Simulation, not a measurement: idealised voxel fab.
Process module name: voxel capacitor over wiring
245 nm wide, 5 nm square cells: that's cross-section cut.
Cross-section, as written here: a square-cell grid given band by band from the top down, where a band holds one or more rows of cells. For a band, the entry starts with two heights in nm, that of the top and then that of the bottom, and carries on with the band's materials in order from left to right, each alongside its width in nm; the word "full width" beside a single material means it fills the band edge to edge, and "empty" means empty space. Heights from 0 (as-received wafer is one material below). Bottom band endless downward, as "0 nm and below". A two-number width, for instance "30 to 40", indicates that the width is equal to the first number in the top row of the band and to the second number in the bottom row, and that it changes by a constant amount per row of cells. The cross-section has no changed cell in any step marked "nothing altered". "Voids lacking openings" - sealed voids, min. 8 cells, no opening to top; format: width x height at distance (distance from left edge; nm throughout). On each step's line, the part that comes after the settings is the simulator's own comment on the step. overlay nm: right-of-plan distance of the mask on a masked step; negative values mean left-of-plan. Heads up before you read on: it's before/after pairs around one process step each, after side only down to the lowest band that changed, step plus settings under the pair. Pairs can be from different runs of this module, same starting wafer, so only chain a pair onto the one above if its "Prior to step" entry says so.

# Prior to step
- 95 nm to 80 nm | SiO2 full width
- 80 nm to 75 nm | 80 SiO2  60 TiN  105 SiO2
- 75 nm to 70 nm | 80 SiO2  60 HfO2  105 SiO2
- 70 nm to 65 nm | 75 SiO2  70 TiN  100 SiO2
- 65 nm to 60 nm | TiN full width
- 60 nm to 50 nm | 80 SiO2  5 TiN  5 Ru  5 TiN  150 SiO2
- 50 nm to 45 nm | 80 SiCN  15 TiN  150 SiCN
- 45 nm to 20 nm | 70 SiO2  5 TiN  15 Cu  5 TiN  55 SiO2  5 TiN  15 Cu  5 TiN  70 SiO2
- 20 nm to 15 nm | 70 SiCN  25 TiN  55 SiCN  25 TiN  70 SiCN
- 15 nm to 0 nm | SiO2 full width
- 0 nm and below | Si full width
- Voids lacking openings: none

# Post-Step Cross-Section
- 115 nm to 95 nm | 90 resist  15 empty  140 resist
- Heights below 95 show no change.
- Voids lacking openings: none
What sits between those two cross-sections? PATTERN,tone open,mask id PLUG_2,material resist,width nm 15,thk nm 20,overlay nm 0

Prior to step: we pick up right where the pair above leaves off, with its after cross-section.

# Post-Step Cross-Section
- 115 nm to 95 nm | 90 resist  15 empty  140 resist
- 95 nm to 80 nm | 90 SiO2  15 empty  140 SiO2
- Heights below 80 show no change.
- Voids lacking openings: none
What sits between those two cross-sections? DIRECTIONAL_ETCH,etch materials SiO2,depth nm 15

Prior to step: we pick up right where the pair above leaves off, with its after cross-section.

# Post-Step Cross-Section
- 95 nm to 80 nm | 90 SiO2  15 empty  140 SiO2
- Heights below 80 show no change.
- Voids lacking openings: none
What sits between those two cross-sections? STRIP,etch materials resist

Prior to step: we pick up right where the pair above leaves off, with its after cross-section.

# Post-Step Cross-Section
- 100 nm to 95 nm | 95 TiN  5 empty  145 TiN
- 95 nm to 85 nm | 90 SiO2  5 TiN  5 empty  5 TiN  140 SiO2
- 85 nm to 75 nm | 90 to 80 SiO2  15 to 60 TiN  140 to 105 SiO2
- Heights below 75 show no change.
- Voids lacking openings: none
What sits between those two cross-sections? CONFORMAL_DEP,material TiN,thk nm 5

Prior to step: we pick up right where the pair above leaves off, with its after cross-section.

# Post-Step Cross-Section
- 105 nm to 100 nm | Ru full width
- 100 nm to 95 nm | 95 TiN  5 Ru  145 TiN
- 95 nm to 85 nm | 90 SiO2  5 TiN  5 Ru  5 TiN  140 SiO2
- Heights below 85 show no change.
- Voids lacking openings: none
What sits between those two cross-sections? FILL_DEP,material Ru,thk nm 5

Prior to step: we pick up right where the pair above leaves off, with its after cross-section.

# Post-Step Cross-Section
- 95 nm to 85 nm | 90 SiO2  5 TiN  5 Ru  5 TiN  140 SiO2
- Heights below 85 show no change.
- Voids lacking openings: none
What sits between those two cross-sections? CMP,height nm 95

Prior to step: we pick up right where the pair above leaves off, with its after cross-section.

# Post-Step Cross-Section
- 100 nm to 95 nm | SiCN full width
- Heights below 95 show no change.
- Voids lacking openings: none
What sits between those two cross-sections? CONFORMAL_DEP,material SiCN,thk nm 5

# Prior to step
- 95 nm to 80 nm | aC full width
- 80 nm to 75 nm | TiN full width
- 75 nm to 70 nm | HfO2 full width
- 70 nm to 60 nm | TiN full width
- 60 nm to 50 nm | 80 SiO2  5 TiN  5 Ru  5 TiN  150 SiO2
- 50 nm to 45 nm | 80 SiCN  15 TiN  150 SiCN
- 45 nm to 20 nm | 70 SiO2  5 TiN  15 Cu  5 TiN  55 SiO2  5 TiN  15 Cu  5 TiN  70 SiO2
- 20 nm to 15 nm | 70 SiCN  25 TiN  55 SiCN  25 TiN  70 SiCN
- 15 nm to 0 nm | SiO2 full width
- 0 nm and below | Si full width
- Voids lacking openings: none

# Post-Step Cross-Section
- 125 nm to 95 nm | 75 empty  70 resist  100 empty
- Heights below 95 show no change.
- Voids lacking openings: none
What sits between those two cross-sections? PATTERN,tone cover,mask id UPPER_PLATE,material resist,width nm 70,thk nm 30,overlay nm 0

Prior to step: we pick up right where the pair above leaves off, with its after cross-section.

# Post-Step Cross-Section
- 110 nm to 95 nm | 75 empty  70 resist  100 empty
- 95 nm to 80 nm | 75 empty  70 aC  100 empty
- Heights below 80 show no change.
- Voids lacking openings: none
What sits between those two cross-sections? DIRECTIONAL_ETCH,etch materials aC,depth nm 15

Prior to step: we pick up right where the pair above leaves off, with its after cross-section.

# Post-Step Cross-Section
- 95 nm to 80 nm | 75 empty  70 aC  100 empty
- Heights below 80 show no change.
- Voids lacking openings: none
What sits between those two cross-sections? STRIP,etch materials resist

Prior to step: we pick up right where the pair above leaves off, with its after cross-section.

# Post-Step Cross-Section
- 95 nm to 80 nm | 75 empty  70 aC  100 empty
- 80 nm to 75 nm | 75 empty  70 TiN  100 empty
- Heights below 75 show no change.
- Voids lacking openings: none
What sits between those two cross-sections? DIRECTIONAL_ETCH,etch materials TiN,depth nm 5

Prior to step: we pick up right where the pair above leaves off, with its after cross-section.

# Post-Step Cross-Section
- 95 nm to 80 nm | 75 empty  70 aC  100 empty
- 80 nm to 75 nm | 75 empty  70 TiN  100 empty
- 75 nm to 70 nm | 75 empty  70 HfO2  100 empty
- Heights below 70 show no change.
- Voids lacking openings: none
What sits between those two cross-sections? DIRECTIONAL_ETCH,etch materials HfO2,depth nm 5

Prior to step: we pick up right where the pair above leaves off, with its after cross-section.

# Post-Step Cross-Section
- 80 nm to 75 nm | 75 empty  70 TiN  100 empty
- Heights below 75 show no change.
- Voids lacking openings: none
What sits between those two cross-sections? STRIP,etch materials aC

Prior to step: we pick up right where the pair above leaves off, with its after cross-section.

# Post-Step Cross-Section
- 100 nm to 80 nm | 75 empty  70 resist  100 empty
- Heights below 80 show no change.
- Voids lacking openings: none
What sits between those two cross-sections? PATTERN,tone cover,mask id LOWER_PLATE,material resist,width nm 70,thk nm 20,overlay nm 0

Prior to step: we pick up right where the pair above leaves off, with its after cross-section.

# Post-Step Cross-Section
- 100 nm to 80 nm | 75 empty  70 resist  100 empty
- 80 nm to 75 nm | 75 empty  70 TiN  100 empty
- 75 nm to 70 nm | 75 empty  70 HfO2  100 empty
- 70 nm to 60 nm | 75 empty  70 TiN  100 empty
- Heights below 60 show no change.
- Voids lacking openings: none
What sits between those two cross-sections? DIRECTIONAL_ETCH,etch materials TiN,depth nm 10

Prior to step: we pick up right where the pair above leaves off, with its after cross-section.

# Post-Step Cross-Section
- 80 nm to 75 nm | 75 empty  70 TiN  100 empty
- Heights below 75 show no change.
- Voids lacking openings: none
What sits between those two cross-sections? STRIP,etch materials resist

Prior to step: we pick up right where the pair above leaves off, with its after cross-section.

# Post-Step Cross-Section
- 100 nm to 80 nm | SiO2 full width
- 80 nm to 75 nm | 75 SiO2  70 TiN  100 SiO2
- 75 nm to 70 nm | 75 SiO2  70 HfO2  100 SiO2
- 70 nm to 60 nm | 75 SiO2  70 TiN  100 SiO2
- Heights below 60 show no change.
- Voids lacking openings: none
What sits between those two cross-sections? FILL_DEP,material SiO2,thk nm 20

Prior to step: we pick up right where the pair above leaves off, with its after cross-section.

# Post-Step Cross-Section
- 95 nm to 80 nm | SiO2 full width
- Heights below 80 show no change.
- Voids lacking openings: none
What sits between those two cross-sections? CMP,height nm 95

Prior to step: we pick up right where the pair above leaves off, with its after cross-section.

# Post-Step Cross-Section
- 115 nm to 95 nm | 90 resist  15 empty  140 resist
- Heights below 95 show no change.
- Voids lacking openings: none
What sits between those two cross-sections? PATTERN,tone open,mask id PLUG_2,material resist,width nm 15,thk nm 20,overlay nm 0

Prior to step: we pick up right where the pair above leaves off, with its after cross-section.

# Post-Step Cross-Section
- 115 nm to 95 nm | 90 resist  15 empty  140 resist
- 95 nm to 80 nm | 90 SiO2  15 empty  140 SiO2
- Heights below 80 show no change.
- Voids lacking openings: none
What sits between those two cross-sections? DIRECTIONAL_ETCH,etch materials SiO2,depth nm 15

Prior to step: we pick up right where the pair above leaves off, with its after cross-section.

# Post-Step Cross-Section
- 95 nm to 80 nm | 90 SiO2  15 empty  140 SiO2
- Heights below 80 show no change.
- Voids lacking openings: none
What sits between those two cross-sections? STRIP,etch materials resist

Prior to step: we pick up right where the pair above leaves off, with its after cross-section.

# Post-Step Cross-Section
- 100 nm to 95 nm | 95 TiN  5 empty  145 TiN
- 95 nm to 85 nm | 90 SiO2  5 TiN  5 empty  5 TiN  140 SiO2
- 85 nm to 75 nm | 90 to 75 SiO2  15 to 70 TiN  140 to 100 SiO2
- Heights below 75 show no change.
- Voids lacking openings: none
What sits between those two cross-sections? CONFORMAL_DEP,material TiN,thk nm 5

Prior to step: we pick up right where the pair above leaves off, with its after cross-section.

# Post-Step Cross-Section
- 105 nm to 100 nm | Ru full width
- 100 nm to 95 nm | 95 TiN  5 Ru  145 TiN
- 95 nm to 85 nm | 90 SiO2  5 TiN  5 Ru  5 TiN  140 SiO2
- Heights below 85 show no change.
- Voids lacking openings: none
What sits between those two cross-sections? FILL_DEP,material Ru,thk nm 5

Prior to step: we pick up right where the pair above leaves off, with its after cross-section.

# Post-Step Cross-Section
- 95 nm to 85 nm | 90 SiO2  5 TiN  5 Ru  5 TiN  140 SiO2
- Heights below 85 show no change.
- Voids lacking openings: none
What sits between those two cross-sections? CMP,height nm 95

Prior to step: we pick up right where the pair above leaves off, with its after cross-section.

# Post-Step Cross-Section
- 100 nm to 95 nm | SiCN full width
- Heights below 95 show no change.
- Voids lacking openings: none
What sits between those two cross-sections? CONFORMAL_DEP,material SiCN,thk nm 5

# Prior to step
- 60 nm to 45 nm | aC full width
- 45 nm to 20 nm | SiO2 full width
- 20 nm to 15 nm | SiCN full width
- 15 nm to 0 nm | SiO2 full width
- 0 nm and below | Si full width
- Voids lacking openings: none

# Post-Step Cross-Section
- 90 nm to 60 nm | 65 resist  25 empty  55 resist  25 empty  75 resist
- Heights below 60 show no change.
- Voids lacking openings: none
What sits between those two cross-sections? PATTERN,tone open,mask id METAL_1,material resist,width nm 25,pitch nm 80,thk nm 30,overlay nm -5

Prior to step: we pick up right where the pair above leaves off, with its after cross-section.

# Post-Step Cross-Section
- 75 nm to 60 nm | 65 resist  25 empty  55 resist  25 empty  75 resist
- 60 nm to 45 nm | 65 aC  25 empty  55 aC  25 empty  75 aC
- Heights below 45 show no change.
- Voids lacking openings: none
What sits between those two cross-sections? DIRECTIONAL_ETCH,etch materials aC,depth nm 15

Prior to step: we pick up right where the pair above leaves off, with its after cross-section.

# Post-Step Cross-Section
- 60 nm to 45 nm | 65 aC  25 empty  55 aC  25 empty  75 aC
- Heights below 45 show no change.
- Voids lacking openings: none
What sits between those two cross-sections? STRIP,etch materials resist

Prior to step: we pick up right where the pair above leaves off, with its after cross-section.

# Post-Step Cross-Section
- 60 nm to 45 nm | 65 aC  25 empty  55 aC  25 empty  75 aC
- 45 nm to 20 nm | 65 SiO2  25 empty  55 SiO2  25 empty  75 SiO2
- Heights below 20 show no change.
- Voids lacking openings: none
What sits between those two cross-sections? DIRECTIONAL_ETCH,etch materials SiO2,depth nm 25

Prior to step: we pick up right where the pair above leaves off, with its after cross-section.

# Post-Step Cross-Section
- 60 nm to 45 nm | 65 aC  25 empty  55 aC  25 empty  75 aC
- 45 nm to 20 nm | 65 SiO2  25 empty  55 SiO2  25 empty  75 SiO2
- 20 nm to 15 nm | 65 SiCN  25 empty  55 SiCN  25 empty  75 SiCN
- Heights below 15 show no change.
- Voids lacking openings: none
What sits between those two cross-sections? DIRECTIONAL_ETCH,etch materials SiCN,depth nm 5

Prior to step: we pick up right where the pair above leaves off, with its after cross-section.

# Post-Step Cross-Section
- 45 nm to 20 nm | 65 SiO2  25 empty  55 SiO2  25 empty  75 SiO2
- Heights below 20 show no change.
- Voids lacking openings: none
What sits between those two cross-sections? STRIP,etch materials aC

Prior to step: we pick up right where the pair above leaves off, with its after cross-section.

# Post-Step Cross-Section
- 50 nm to 45 nm | 70 TiN  15 empty  65 TiN  15 empty  80 TiN
- 45 nm to 20 nm | 65 SiO2  5 TiN  15 empty  5 TiN  55 SiO2  5 TiN  15 empty  5 TiN  75 SiO2
- 20 nm to 15 nm | 65 SiCN  25 TiN  55 SiCN  25 TiN  75 SiCN
- Heights below 15 show no change.
- Voids lacking openings: none
What sits between those two cross-sections? CONFORMAL_DEP,material TiN,thk nm 5

Prior to step: we pick up right where the pair above leaves off, with its after cross-section.

# Post-Step Cross-Section
- 55 nm to 50 nm | Cu full width
- 50 nm to 45 nm | 70 TiN  15 Cu  65 TiN  15 Cu  80 TiN
- 45 nm to 20 nm | 65 SiO2  5 TiN  15 Cu  5 TiN  55 SiO2  5 TiN  15 Cu  5 TiN  75 SiO2
- Heights below 20 show no change.
- Voids lacking openings: none
What sits between those two cross-sections? FILL_DEP,material Cu,thk nm 5

Prior to step: we pick up right where the pair above leaves off, with its after cross-section.

# Post-Step Cross-Section
- 45 nm to 20 nm | 65 SiO2  5 TiN  15 Cu  5 TiN  55 SiO2  5 TiN  15 Cu  5 TiN  75 SiO2
- Heights below 20 show no change.
- Voids lacking openings: none
What sits between those two cross-sections? CMP,height nm 45

Prior to step: we pick up right where the pair above leaves off, with its after cross-section.

# Post-Step Cross-Section
- 50 nm to 45 nm | SiCN full width
- Heights below 45 show no change.
- Voids lacking openings: none
What sits between those two cross-sections? CONFORMAL_DEP,material SiCN,thk nm 5

Prior to step: we pick up right where the pair above leaves off, with its after cross-section.

# Post-Step Cross-Section
- 60 nm to 50 nm | SiO2 full width
- Heights below 50 show no change.
- Voids lacking openings: none
What sits between those two cross-sections? DIRECTIONAL_DEP,material SiO2,thk nm 10

Prior to step: we pick up right where the pair above leaves off, with its after cross-section.

# Post-Step Cross-Section
- 70 nm to 60 nm | aC full width
- Heights below 60 show no change.
- Voids lacking openings: none
What sits between those two cross-sections? DIRECTIONAL_DEP,material aC,thk nm 10

Prior to step: we pick up right where the pair above leaves off, with its after cross-section.

# Post-Step Cross-Section
- 95 nm to 70 nm | 80 resist  15 empty  150 resist
- Heights below 70 show no change.
- Voids lacking openings: none
What sits between those two cross-sections? PATTERN,tone open,mask id PLUG_1,material resist,width nm 15,thk nm 25,overlay nm 0

Prior to step: we pick up right where the pair above leaves off, with its after cross-section.

# Post-Step Cross-Section
- 85 nm to 70 nm | 80 resist  15 empty  150 resist
- 70 nm to 60 nm | 80 aC  15 empty  150 aC
- Heights below 60 show no change.
- Voids lacking openings: none
What sits between those two cross-sections? DIRECTIONAL_ETCH,etch materials aC,depth nm 10

Prior to step: we pick up right where the pair above leaves off, with its after cross-section.

# Post-Step Cross-Section
- 70 nm to 60 nm | 80 aC  15 empty  150 aC
- Heights below 60 show no change.
- Voids lacking openings: none
What sits between those two cross-sections? STRIP,etch materials resist

Prior to step: we pick up right where the pair above leaves off, with its after cross-section.

# Post-Step Cross-Section
- 70 nm to 60 nm | 80 aC  15 empty  150 aC
- 60 nm to 50 nm | 80 SiO2  15 empty  150 SiO2
- Heights below 50 show no change.
- Voids lacking openings: none
What sits between those two cross-sections? DIRECTIONAL_ETCH,etch materials SiO2,depth nm 10

Prior to step: we pick up right where the pair above leaves off, with its after cross-section.

# Post-Step Cross-Section
- 70 nm to 60 nm | 80 aC  15 empty  150 aC
- 60 nm to 50 nm | 80 SiO2  15 empty  150 SiO2
- 50 nm to 45 nm | 80 SiCN  15 empty  150 SiCN
- Heights below 45 show no change.
- Voids lacking openings: none
What sits between those two cross-sections? DIRECTIONAL_ETCH,etch materials SiCN,depth nm 5

Prior to step: we pick up right where the pair above leaves off, with its after cross-section.

# Post-Step Cross-Section
- 60 nm to 50 nm | 80 SiO2  15 empty  150 SiO2
- Heights below 50 show no change.
- Voids lacking openings: none
What sits between those two cross-sections? STRIP,etch materials aC

Prior to step: we pick up right where the pair above leaves off, with its after cross-section.

# Post-Step Cross-Section
- 65 nm to 60 nm | 85 TiN  5 empty  155 TiN
- 60 nm to 50 nm | 80 SiO2  5 TiN  5 empty  5 TiN  150 SiO2
- 50 nm to 45 nm | 80 SiCN  15 TiN  150 SiCN
- Heights below 45 show no change.
- Voids lacking openings: none
What sits between those two cross-sections? CONFORMAL_DEP,material TiN,thk nm 5

Prior to step: we pick up right where the pair above leaves off, with its after cross-section.

# Post-Step Cross-Section
- 70 nm to 65 nm | Ru full width
- 65 nm to 60 nm | 85 TiN  5 Ru  155 TiN
- 60 nm to 50 nm | 80 SiO2  5 TiN  5 Ru  5 TiN  150 SiO2
- Heights below 50 show no change.
- Voids lacking openings: none
What sits between those two cross-sections? FILL_DEP,material Ru,thk nm 5

Prior to step: we pick up right where the pair above leaves off, with its after cross-section.

# Post-Step Cross-Section
- 60 nm to 50 nm | 80 SiO2  5 TiN  5 Ru  5 TiN  150 SiO2
- Heights below 50 show no change.
- Voids lacking openings: none
What sits between those two cross-sections? CMP,height nm 60

Prior to step: we pick up right where the pair above leaves off, with its after cross-section.

# Post-Step Cross-Section
- 70 nm to 60 nm | TiN full width
- Heights below 60 show no change.
- Voids lacking openings: none
What sits between those two cross-sections? DIRECTIONAL_DEP,material TiN,thk nm 10

Prior to step: we pick up right where the pair above leaves off, with its after cross-section.

# Post-Step Cross-Section
- 75 nm to 70 nm | HfO2 full width
- Heights below 70 show no change.
- Voids lacking openings: none
What sits between those two cross-sections? DIRECTIONAL_DEP,material HfO2,thk nm 5

Prior to step: we pick up right where the pair above leaves off, with its after cross-section.

# Post-Step Cross-Section
- 80 nm to 75 nm | TiN full width
- Heights below 75 show no change.
- Voids lacking openings: none
What sits between those two cross-sections? DIRECTIONAL_DEP,material TiN,thk nm 5

Prior to step: we pick up right where the pair above leaves off, with its after cross-section.

# Post-Step Cross-Section
- 95 nm to 80 nm | aC full width
- Heights below 80 show no change.
- Voids lacking openings: none
What sits between those two cross-sections? DIRECTIONAL_DEP,material aC,thk nm 15

Prior to step: we pick up right where the pair above leaves off, with its after cross-section.

# Post-Step Cross-Section
- 125 nm to 95 nm | 80 empty  60 resist  105 empty
- Heights below 95 show no change.
- Voids lacking openings: none
What sits between those two cross-sections? PATTERN,tone cover,mask id UPPER_PLATE,material resist,width nm 60,thk nm 30,overlay nm 0

Prior to step: we pick up right where the pair above leaves off, with its after cross-section.

# Post-Step Cross-Section
- 110 nm to 95 nm | 80 empty  60 resist  105 empty
- 95 nm to 80 nm | 80 empty  60 aC  105 empty
- Heights below 80 show no change.
- Voids lacking openings: none
What sits between those two cross-sections? DIRECTIONAL_ETCH,etch materials aC,depth nm 15

Prior to step: we pick up right where the pair above leaves off, with its after cross-section.

# Post-Step Cross-Section
- 95 nm to 80 nm | 80 empty  60 aC  105 empty
- Heights below 80 show no change.
- Voids lacking openings: none
What sits between those two cross-sections? STRIP,etch materials resist

Prior to step: we pick up right where the pair above leaves off, with its after cross-section.

# Post-Step Cross-Section
- 95 nm to 80 nm | 80 empty  60 aC  105 empty
- 80 nm to 75 nm | 80 empty  60 TiN  105 empty
- Heights below 75 show no change.
- Voids lacking openings: none
What sits between those two cross-sections? DIRECTIONAL_ETCH,etch materials TiN,depth nm 5

Prior to step: we pick up right where the pair above leaves off, with its after cross-section.

# Post-Step Cross-Section
- 95 nm to 80 nm | 80 empty  60 aC  105 empty
- 80 nm to 75 nm | 80 empty  60 TiN  105 empty
- 75 nm to 70 nm | 80 empty  60 HfO2  105 empty
- Heights below 70 show no change.
- Voids lacking openings: none
What sits between those two cross-sections? DIRECTIONAL_ETCH,etch materials HfO2,depth nm 5

Prior to step: we pick up right where the pair above leaves off, with its after cross-section.

# Post-Step Cross-Section
- 80 nm to 75 nm | 80 empty  60 TiN  105 empty
- Heights below 75 show no change.
- Voids lacking openings: none
What sits between those two cross-sections? STRIP,etch materials aC

Prior to step: we pick up right where the pair above leaves off, with its after cross-section.

# Post-Step Cross-Section
- 100 nm to 80 nm | 75 empty  70 resist  100 empty
- 80 nm to 75 nm | 75 empty  5 resist  60 TiN  5 resist  100 empty
- 75 nm to 70 nm | 75 empty  5 resist  60 HfO2  5 resist  100 empty
- Heights below 70 show no change.
- Voids lacking openings: none
What sits between those two cross-sections? PATTERN,tone cover,mask id LOWER_PLATE,material resist,width nm 70,thk nm 20,overlay nm 0

Prior to step: we pick up right where the pair above leaves off, with its after cross-section.

# Post-Step Cross-Section
- 100 nm to 80 nm | 75 empty  70 resist  100 empty
- 80 nm to 75 nm | 75 empty  5 resist  60 TiN  5 resist  100 empty
- 75 nm to 70 nm | 75 empty  5 resist  60 HfO2  5 resist  100 empty
- 70 nm to 60 nm | 75 empty  70 TiN  100 empty
- Heights below 60 show no change.
- Voids lacking openings: none
What sits between those two cross-sections? DIRECTIONAL_ETCH,etch materials TiN,depth nm 10

Prior to step: we pick up right where the pair above leaves off, with its after cross-section.

# Post-Step Cross-Section
- 80 nm to 75 nm | 80 empty  60 TiN  105 empty
- 75 nm to 70 nm | 80 empty  60 HfO2  105 empty
- Heights below 70 show no change.
- Voids lacking openings: none
What sits between those two cross-sections? STRIP,etch materials resist

Prior to step: we pick up right where the pair above leaves off, with its after cross-section.

# Post-Step Cross-Section
- 100 nm to 80 nm | SiO2 full width
- 80 nm to 75 nm | 80 SiO2  60 TiN  105 SiO2
- 75 nm to 70 nm | 80 SiO2  60 HfO2  105 SiO2
- 70 nm to 60 nm | 75 SiO2  70 TiN  100 SiO2
- Heights below 60 show no change.
- Voids lacking openings: none
What sits between those two cross-sections? FILL_DEP,material SiO2,thk nm 20

Prior to step: we pick up right where the pair above leaves off, with its after cross-section.

# Post-Step Cross-Section
- 95 nm to 80 nm | SiO2 full width
- Heights below 80 show no change.
- Voids lacking openings: none
What sits between those two cross-sections? CMP,height nm 95

Prior to step: we pick up right where the pair above leaves off, with its after cross-section.

# Post-Step Cross-Section
- 115 nm to 95 nm | 90 resist  15 empty  140 resist
- Heights below 95 show no change.
- Voids lacking openings: none
What sits between those two cross-sections? PATTERN,tone open,mask id PLUG_2,material resist,width nm 15,thk nm 20,overlay nm 0

Prior to step: we pick up right where the pair above leaves off, with its after cross-section.

# Post-Step Cross-Section
- 115 nm to 95 nm | 90 resist  15 empty  140 resist
- 95 nm to 80 nm | 90 SiO2  15 empty  140 SiO2
- Heights below 80 show no change.
- Voids lacking openings: none
What sits between those two cross-sections? DIRECTIONAL_ETCH,etch materials SiO2,depth nm 15

Prior to step: we pick up right where the pair above leaves off, with its after cross-section.

# Post-Step Cross-Section
- 95 nm to 80 nm | 90 SiO2  15 empty  140 SiO2
- Heights below 80 show no change.
- Voids lacking openings: none
What sits between those two cross-sections? STRIP,etch materials resist

Prior to step: we pick up right where the pair above leaves off, with its after cross-section.

# Post-Step Cross-Section
- 100 nm to 95 nm | 95 TiN  5 empty  145 TiN
- 95 nm to 85 nm | 90 SiO2  5 TiN  5 empty  5 TiN  140 SiO2
- 85 nm to 75 nm | 90 to 80 SiO2  15 to 60 TiN  140 to 105 SiO2
- Heights below 75 show no change.
- Voids lacking openings: none
What sits between those two cross-sections? CONFORMAL_DEP,material TiN,thk nm 5

Prior to step: we pick up right where the pair above leaves off, with its after cross-section.

# Post-Step Cross-Section
- 105 nm to 100 nm | Ru full width
- 100 nm to 95 nm | 95 TiN  5 Ru  145 TiN
- 95 nm to 85 nm | 90 SiO2  5 TiN  5 Ru  5 TiN  140 SiO2
- Heights below 85 show no change.
- Voids lacking openings: none
What sits between those two cross-sections? FILL_DEP,material Ru,thk nm 5

Prior to step: we pick up right where the pair above leaves off, with its after cross-section.

# Post-Step Cross-Section
- 95 nm to 85 nm | 90 SiO2  5 TiN  5 Ru  5 TiN  140 SiO2
- Heights below 85 show no change.
- Voids lacking openings: none
What sits between those two cross-sections? CMP,height nm 95

Prior to step: we pick up right where the pair above leaves off, with its after cross-section.

# Post-Step Cross-Section
- 100 nm to 95 nm | SiCN full width
- Heights below 95 show no change.
- Voids lacking openings: none
What sits between those two cross-sections? CONFORMAL_DEP,material SiCN,thk nm 5

# Prior to step
- 95 nm to 80 nm | 90 SiO2  15 empty  140 SiO2
- 80 nm to 75 nm | 80 SiO2  60 TiN  105 SiO2
- 75 nm to 70 nm | 80 SiO2  60 HfO2  105 SiO2
- 70 nm to 60 nm | 75 SiO2  70 TiN  100 SiO2
- 60 nm to 50 nm | 80 SiO2  5 TiN  5 Ru  5 TiN  150 SiO2
- 50 nm to 45 nm | 80 SiCN  15 TiN  150 SiCN
- 45 nm to 20 nm | 70 SiO2  5 TiN  15 Cu  5 TiN  55 SiO2  5 TiN  15 Cu  5 TiN  70 SiO2
- 20 nm to 15 nm | 70 SiCN  25 TiN  55 SiCN  25 TiN  70 SiCN
- 15 nm to 0 nm | SiO2 full width
- 0 nm and below | Si full width
- Voids lacking openings: none

# Post-Step Cross-Section
- 100 nm to 85 nm | 95 SiO2  5 empty  145 SiO2
- 85 nm to 80 nm | SiO2 full width
- Heights below 80 show no change.
- Voids lacking openings: none
What sits between those two cross-sections? CONFORMAL_DEP,material SiO2,thk nm 5

Prior to step: we pick up right where the pair above leaves off, with its after cross-section.

# Post-Step Cross-Section
- 105 nm to 100 nm | Ru full width
- 100 nm to 85 nm | 95 SiO2  5 Ru  145 SiO2
- Heights below 85 show no change.
- Voids lacking openings: none
What sits between those two cross-sections? FILL_DEP,material Ru,thk nm 5

Prior to step: we pick up right where the pair above leaves off, with its after cross-section.

# Post-Step Cross-Section
- 95 nm to 85 nm | 95 SiO2  5 Ru  145 SiO2
- Heights below 85 show no change.
- Voids lacking openings: none
What sits between those two cross-sections? CMP,height nm 95

Prior to step: we pick up right where the pair above leaves off, with its after cross-section.

# Post-Step Cross-Section
- 100 nm to 95 nm | SiCN full width
- Heights below 95 show no change.
- Voids lacking openings: none
What sits between those two cross-sections? CONFORMAL_DEP,material SiCN,thk nm 5

# Prior to step
- 80 nm to 75 nm | 80 empty  60 TiN  105 empty
- 75 nm to 70 nm | 80 empty  60 HfO2  105 empty
- 70 nm to 60 nm | TiN full width
- 60 nm to 50 nm | 80 SiO2  5 TiN  5 Ru  5 TiN  150 SiO2
- 50 nm to 45 nm | 80 SiCN  15 TiN  150 SiCN
- 45 nm to 20 nm | 70 SiO2  5 TiN  15 Cu  5 TiN  55 SiO2  5 TiN  15 Cu  5 TiN  70 SiO2
- 20 nm to 15 nm | 70 SiCN  25 TiN  55 SiCN  25 TiN  70 SiCN
- 15 nm to 0 nm | SiO2 full width
- 0 nm and below | Si full width
- Voids lacking openings: none

# Post-Step Cross-Section
- 100 nm to 80 nm | 75 resist  70 empty  100 resist
- 80 nm to 75 nm | 75 resist  5 empty  60 TiN  5 empty  100 resist
- 75 nm to 70 nm | 75 resist  5 empty  60 HfO2  5 empty  100 resist
- Heights below 70 show no change.
- Voids lacking openings: none
What sits between those two cross-sections? PATTERN,tone open,mask id LOWER_PLATE,material resist,width nm 70,thk nm 20,overlay nm 0

Prior to step: we pick up right where the pair above leaves off, with its after cross-section.

# Post-Step Cross-Section
- 100 nm to 75 nm | 75 resist  70 empty  100 resist
- 75 nm to 70 nm | 75 resist  5 empty  60 HfO2  5 empty  100 resist
- 70 nm to 60 nm | 75 TiN  5 empty  60 TiN  5 empty  100 TiN
- Heights below 60 show no change.
- Voids lacking openings: none
What sits between those two cross-sections? DIRECTIONAL_ETCH,etch materials TiN,depth nm 10

Prior to step: we pick up right where the pair above leaves off, with its after cross-section.

# Post-Step Cross-Section
- 75 nm to 70 nm | 80 empty  60 HfO2  105 empty
- Heights below 70 show no change.
- Voids lacking openings: none
What sits between those two cross-sections? STRIP,etch materials resist

Prior to step: we pick up right where the pair above leaves off, with its after cross-section.

# Post-Step Cross-Section
- 95 nm to 75 nm | SiO2 full width
- 75 nm to 70 nm | 80 SiO2  60 HfO2  105 SiO2
- 70 nm to 60 nm | 75 TiN  5 SiO2  60 TiN  5 SiO2  100 TiN
- Heights below 60 show no change.
- Voids lacking openings: none
What sits between those two cross-sections? FILL_DEP,material SiO2,thk nm 20

Prior to step: we pick up right where the pair above leaves off, with its after cross-section.

# Post-Step Cross-Section
- 115 nm to 95 nm | 90 resist  15 empty  140 resist
- Heights below 95 show no change.
- Voids lacking openings: none
What sits between those two cross-sections? PATTERN,tone open,mask id PLUG_2,material resist,width nm 15,thk nm 20,overlay nm 0

Prior to step: we pick up right where the pair above leaves off, with its after cross-section.

# Post-Step Cross-Section
- 115 nm to 95 nm | 90 resist  15 empty  140 resist
- 95 nm to 80 nm | 90 SiO2  15 empty  140 SiO2
- Heights below 80 show no change.
- Voids lacking openings: none
What sits between those two cross-sections? DIRECTIONAL_ETCH,etch materials SiO2,depth nm 15

Prior to step: we pick up right where the pair above leaves off, with its after cross-section.

# Post-Step Cross-Section
- 95 nm to 80 nm | 90 SiO2  15 empty  140 SiO2
- Heights below 80 show no change.
- Voids lacking openings: none
What sits between those two cross-sections? STRIP,etch materials resist

Prior to step: we pick up right where the pair above leaves off, with its after cross-section.

# Post-Step Cross-Section
- 100 nm to 95 nm | 95 TiN  5 empty  145 TiN
- 95 nm to 85 nm | 90 SiO2  5 TiN  5 empty  5 TiN  140 SiO2
- 85 nm to 80 nm | 90 SiO2  15 TiN  140 SiO2
- Heights below 80 show no change.
- Voids lacking openings: none
What sits between those two cross-sections? CONFORMAL_DEP,material TiN,thk nm 5
